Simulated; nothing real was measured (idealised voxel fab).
This section sets out a process module, namely voxel air gaps.
We display cut, a cross-section 240 nm in width whose square cells are each 5 nm.
A cross-section in this document is a grid of square cells, and it is written down as bands, the top band listed before the ones below it; a band is made up of one or more rows of cells. Band: top height; bottom height; in nm. Then, left to right: material with width in nm, for each material. "all across": a single material spanning edge to edge. "empty": empty space. Below 0: as-received wafer, all one material; heights counted from there. Lowest band: no bottom, goes on down, written "0 and below". When a width is written as two numbers, as in "30..40", the first number is the width in the top row of cells of the band and the second is the width in its bottom row, and the width changes by the same amount from each row to the next. It should be understood that the words "left unchanged", when stated for a given step, signify that the cross-section underwent no change in any of its cells during that step. Each empty space that has no open way to the top and spans at least 8 cells appears under "Fully enclosed voids" as width x height at distance, the distance counted from the left edge, all in nm. Heads up: the bit after the settings on a step's line is the simulator's remark on that step. A step line may carry the setting "overlay nm", which, for steps involving a mask, states the distance by which the mask lay to the right of its intended position; negative values denote displacement to the left.

-- The following list gives the planned process steps
1,RECEIVE, material Si
2,CONFORMAL_DEP, material SiO2, thk nm 15
3,CONFORMAL_DEP, material SiCN, thk nm 5
4,DIRECTIONAL_DEP, material SiO2, thk nm 30
5,PATTERN, tone open, mask id LINES, material resist, width nm 20, pitch nm 45, thk nm 20, overlay nm 0
6,DIRECTIONAL_ETCH, etch materials SiO2, depth nm 30
7,STRIP, etch materials resist
8,CONFORMAL_DEP, material TiN, thk nm 5
9,FILL_DEP, material W, thk nm 10
10,CMP, height nm 50
11,EPI, material Ru, thk nm 10
12,SELECTIVE_ETCH, etch materials SiO2, depth nm 40
13,CONFORMAL_DEP, material SiCN, thk nm 5

-- First wafer, two in total, run as planned

-- as received, after step 1
* 0 and below = Si all across
* Fully enclosed voids: none

-- Step 2 complete: cross-section through the wafer
* 15 down to 0 = SiO2 all across
* Below 0 it's all the same as before, nothing changed down there.

-- Step 3 complete: cross-section through the wafer
* 20 down to 15 = SiCN all across
* Below 15 it's all the same as before, nothing changed down there.

-- Step 4 complete: cross-section through the wafer
* 50 down to 20 = SiO2 all across
* Below 20 it's all the same as before, nothing changed down there.

-- Step 5 complete: cross-section through the wafer
* 70 down to 50 = 40 resist / 20 empty / 25 resist / 20 empty / 25 resist / 20 empty / 25 resist / 20 empty / 45 resist
* Below 50 it's all the same as before, nothing changed down there.

-- Step 6 complete: cross-section through the wafer
* 70 down to 50 = 40 resist / 20 empty / 25 resist / 20 empty / 25 resist / 20 empty / 25 resist / 20 empty / 45 resist
* 50 down to 20 = 40 SiO2 / 20 empty / 25 SiO2 / 20 empty / 25 SiO2 / 20 empty / 25 SiO2 / 20 empty / 45 SiO2
* Below 20 it's all the same as before, nothing changed down there.

-- Step 7 complete: cross-section through the wafer
* 50 down to 20 = 40 SiO2 / 20 empty / 25 SiO2 / 20 empty / 25 SiO2 / 20 empty / 25 SiO2 / 20 empty / 45 SiO2
* Below 20 it's all the same as before, nothing changed down there.

-- Step 8 complete: cross-section through the wafer
* 55 down to 50 = 45 TiN / 10 empty / 35 TiN / 10 empty / 35 TiN / 10 empty / 35 TiN / 10 empty / 50 TiN
* 50 down to 25 = 40 SiO2 / 5 TiN / 10 empty / 5 TiN / 25 SiO2 / 5 TiN / 10 empty / 5 TiN / 25 SiO2 / 5 TiN / 10 empty / 5 TiN / 25 SiO2 / 5 TiN / 10 empty / 5 TiN / 45 SiO2
* 25 down to 20 = 40 SiO2 / 20 TiN / 25 SiO2 / 20 TiN / 25 SiO2 / 20 TiN / 25 SiO2 / 20 TiN / 45 SiO2
* Below 20 it's all the same as before, nothing changed down there.

-- Step 9 complete: cross-section through the wafer
* 65 down to 55 = W all across
* 55 down to 50 = 45 TiN / 10 W / 35 TiN / 10 W / 35 TiN / 10 W / 35 TiN / 10 W / 50 TiN
* 50 down to 25 = 40 SiO2 / 5 TiN / 10 W / 5 TiN / 25 SiO2 / 5 TiN / 10 W / 5 TiN / 25 SiO2 / 5 TiN / 10 W / 5 TiN / 25 SiO2 / 5 TiN / 10 W / 5 TiN / 45 SiO2
* Below 25 it's all the same as before, nothing changed down there.

-- Step 10 complete: cross-section through the wafer
* 50 down to 25 = 40 SiO2 / 5 TiN / 10 W / 5 TiN / 25 SiO2 / 5 TiN / 10 W / 5 TiN / 25 SiO2 / 5 TiN / 10 W / 5 TiN / 25 SiO2 / 5 TiN / 10 W / 5 TiN / 45 SiO2
* Below 25 it's all the same as before, nothing changed down there.

-- Step 11 complete: cross-section through the wafer
* 60 down to 50 = 30 empty / 40 Ru / 5 empty / 40 Ru / 5 empty / 40 Ru / 5 empty / 40 Ru / 35 empty
* Below 50 it's all the same as before, nothing changed down there.

-- Step 12 complete: cross-section through the wafer
* 60 down to 50 = 30 empty / 40 Ru / 5 empty / 40 Ru / 5 empty / 40 Ru / 5 empty / 40 Ru / 35 empty
* 50 down to 25 = 40 empty / 5 TiN / 10 W / 5 TiN / 25 empty / 5 TiN / 10 W / 5 TiN / 25 empty / 5 TiN / 10 W / 5 TiN / 25 empty / 5 TiN / 10 W / 5 TiN / 45 empty
* 25 down to 20 = 40 empty / 20 TiN / 25 empty / 20 TiN / 25 empty / 20 TiN / 25 empty / 20 TiN / 45 empty
* Below 20 it's all the same as before, nothing changed down there.

-- Step 13 complete: cross-section through the wafer
* 65 down to 60 = 25 empty / 185 SiCN / 30 empty
* 60 down to 50 = 25 empty / 5 SiCN / 40 Ru / 5 SiCN / 40 Ru / 5 SiCN / 40 Ru / 5 SiCN / 40 Ru / 5 SiCN / 30 empty
* 50 down to 45 = 25 empty / 15 SiCN / 5 TiN / 10 W / 5 TiN / 25 SiCN / 5 TiN / 10 W / 5 TiN / 25 SiCN / 5 TiN / 10 W / 5 TiN / 25 SiCN / 5 TiN / 10 W / 5 TiN / 15 SiCN / 30 empty
* 45 down to 25 = 35 empty / 5 SiCN / 5 TiN / 10 W / 5 TiN / 5 SiCN / 15 empty / 5 SiCN / 5 TiN / 10 W / 5 TiN / 5 SiCN / 15 empty / 5 SiCN / 5 TiN / 10 W / 5 TiN / 5 SiCN / 15 empty / 5 SiCN / 5 TiN / 10 W / 5 TiN / 5 SiCN / 40 empty
* 25 down to 20 = 40 SiCN / 20 TiN / 25 SiCN / 20 TiN / 25 SiCN / 20 TiN / 25 SiCN / 20 TiN / 45 SiCN
* Below 20 it's all the same as before, nothing changed down there.
* Fully enclosed voids: 15 x 20 at 65; 15 x 20 at 110; 15 x 20 at 155

-- For the second wafer, take the first wafer's start and plan, then add one mistake made in running it; everything through step 4, that step included, is shared with the first

-- Here is the second wafer in cross-section at the point where step 5 of the plan should have been done
* 70 down to 50 = 40 resist / 25 empty / 20 resist / 25 empty / 20 resist / 25 empty / 20 resist / 25 empty / 40 resist
* Below 50 it's all the same as before, nothing changed down there.

-- Here is the second wafer in cross-section at the point where step 6 of the plan should have been done
* 70 down to 50 = 40 resist / 25 empty / 20 resist / 25 empty / 20 resist / 25 empty / 20 resist / 25 empty / 40 resist
* 50 down to 20 = 40 SiO2 / 25 empty / 20 SiO2 / 25 empty / 20 SiO2 / 25 empty / 20 SiO2 / 25 empty / 40 SiO2
* Below 20 it's all the same as before, nothing changed down there.

-- Here is the second wafer in cross-section at the point where step 7 of the plan should have been done
* 50 down to 20 = 40 SiO2 / 25 empty / 20 SiO2 / 25 empty / 20 SiO2 / 25 empty / 20 SiO2 / 25 empty / 40 SiO2
* Below 20 it's all the same as before, nothing changed down there.

-- Here is the second wafer in cross-section at the point where step 8 of the plan should have been done
* 55 down to 50 = 45 TiN / 15 empty / 30 TiN / 15 empty / 30 TiN / 15 empty / 30 TiN / 15 empty / 45 TiN
* 50 down to 25 = 40 SiO2 / 5 TiN / 15 empty / 5 TiN / 20 SiO2 / 5 TiN / 15 empty / 5 TiN / 20 SiO2 / 5 TiN / 15 empty / 5 TiN / 20 SiO2 / 5 TiN / 15 empty / 5 TiN / 40 SiO2
* 25 down to 20 = 40 SiO2 / 25 TiN / 20 SiO2 / 25 TiN / 20 SiO2 / 25 TiN / 20 SiO2 / 25 TiN / 40 SiO2
* Below 20 it's all the same as before, nothing changed down there.

-- Here is the second wafer in cross-section at the point where step 9 of the plan should have been done
* 65 down to 55 = W all across
* 55 down to 50 = 45 TiN / 15 W / 30 TiN / 15 W / 30 TiN / 15 W / 30 TiN / 15 W / 45 TiN
* 50 down to 25 = 40 SiO2 / 5 TiN / 15 W / 5 TiN / 20 SiO2 / 5 TiN / 15 W / 5 TiN / 20 SiO2 / 5 TiN / 15 W / 5 TiN / 20 SiO2 / 5 TiN / 15 W / 5 TiN / 40 SiO2
* Below 25 it's all the same as before, nothing changed down there.

-- Here is the second wafer in cross-section at the point where step 10 of the plan should have been done
* 50 down to 25 = 40 SiO2 / 5 TiN / 15 W / 5 TiN / 20 SiO2 / 5 TiN / 15 W / 5 TiN / 20 SiO2 / 5 TiN / 15 W / 5 TiN / 20 SiO2 / 5 TiN / 15 W / 5 TiN / 40 SiO2
* Below 25 it's all the same as before, nothing changed down there.

-- Here is the second wafer in cross-section at the point where step 11 of the plan should have been done
* 60 down to 50 = 30 empty / 180 Ru / 30 empty
* Below 50 it's all the same as before, nothing changed down there.

-- Here is the second wafer in cross-section at the point where step 12 of the plan should have been done
* 60 down to 50 = 30 empty / 180 Ru / 30 empty
* 50 down to 25 = 40 empty / 5 TiN / 15 W / 5 TiN / 20 SiO2 / 5 TiN / 15 W / 5 TiN / 20 SiO2 / 5 TiN / 15 W / 5 TiN / 20 SiO2 / 5 TiN / 15 W / 5 TiN / 40 empty
* 25 down to 20 = 40 empty / 25 TiN / 20 SiO2 / 25 TiN / 20 SiO2 / 25 TiN / 20 SiO2 / 25 TiN / 40 empty
* Below 20 it's all the same as before, nothing changed down there.

-- Here is the second wafer in cross-section at the point where step 13 of the plan should have been done
* 65 down to 60 = 25 empty / 190 SiCN / 25 empty
* 60 down to 50 = 25 empty / 5 SiCN / 180 Ru / 5 SiCN / 25 empty
* 50 down to 45 = 25 empty / 15 SiCN / 5 TiN / 15 W / 5 TiN / 20 SiO2 / 5 TiN / 15 W / 5 TiN / 20 SiO2 / 5 TiN / 15 W / 5 TiN / 20 SiO2 / 5 TiN / 15 W / 5 TiN / 15 SiCN / 25 empty
* 45 down to 25 = 35 empty / 5 SiCN / 5 TiN / 15 W / 5 TiN / 20 SiO2 / 5 TiN / 15 W / 5 TiN / 20 SiO2 / 5 TiN / 15 W / 5 TiN / 20 SiO2 / 5 TiN / 15 W / 5 TiN / 5 SiCN / 35 empty
* 25 down to 20 = 40 SiCN / 25 TiN / 20 SiO2 / 25 TiN / 20 SiO2 / 25 TiN / 20 SiO2 / 25 TiN / 40 SiCN
* Below 20 it's all the same as before, nothing changed down there.
Plan not followed: step 5 deviated from plan and actually ran as PATTERN, tone open, mask id LINES, material resist, width nm 25, pitch nm 45, thk nm 20, overlay nm 0
FYI, end of process, the second wafer has more or fewer cells of some materials than the first: 8 more of Ru; 60 fewer of SiCN; 72 more of SiO2; 4 more of TiN; 20 more of W
At the end, the first wafer has 3 closed voids and the second wafer has 0.
